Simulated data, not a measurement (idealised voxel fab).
The following is a process module called voxel lift off.
195 nm wide, 5 nm square cells: that's cross-section cut.
Cross-section layout: square cells on a grid; listed as bands, top to bottom; a band spans one or more cell rows.
A band entry consists of two parts. The first gives the height of the band's top and the height of its bottom, in nm. The rest lists the band's materials from left to right, each with its width in nm. A single material labelled with the word "all across" fills the band from edge to edge, and the word "air" marks empty space.
All heights in this document are referenced to 0, defined as the level beneath which the wafer, as received, consists entirely of one material. The lowest band is not bounded below; it extends indefinitely downward and is written in the form "z 0 and below".
A width such as "30..40" changes by the same amount from each row of cells to the next, from the band's top row to its bottom row.
"no modification" (step): cross-section cells unchanged, all of them.
Entry "Enclosed void catalog". Content: empty spaces with no open connection to the top, size 8 cells or greater. Each: width x height at distance. Distance: from left edge. Unit: nm.
Where a step's line continues beyond its settings, the continuation is a remark by the simulator itself on that step.
A step's line can hold "overlay nm"; with a mask on that step, the setting says how far right of the planned place the mask lay, while a negative setting says it lay to the left.
The steps planned for the process are as follows
1) RECEIVE: material Si
2) CONFORMAL_DEP: material SiN, thk nm 10
3) PATTERN: tone open, mask id LINES, material resist, width nm 15, pitch nm 45, thk nm 20, overlay nm 0
4) DIRECTIONAL_DEP: material Ru, thk nm 5
5) STRIP: etch materials resist
6) CONFORMAL_DEP: material SiCN, thk nm 5
Cross-section of the wafer as it came to us, i.e., already through step 1
z 0 and below: Si all across
Enclosed void catalog: none
The following cross-section depicts the wafer upon conclusion of the module. Processing commenced from the starting condition illustrated above and adhered to the plan illustrated above, save for one mistake in execution
z 30 to 25: air 5, SiCN 180, air 10
z 25 to 15: SiCN all across
z 15 to 10: SiCN 20, Ru 15, SiCN 30, Ru 15, SiCN 30, Ru 15, SiCN 30, Ru 15, SiCN 25
z 10 to 0: SiN all across
z 0 and below: Si all across
Enclosed void catalog: none
Finding, execution versus plan: step 6 was run on a setting that differed from the plan, and what really ran there is CONFORMAL_DEP: material SiCN, thk nm 15
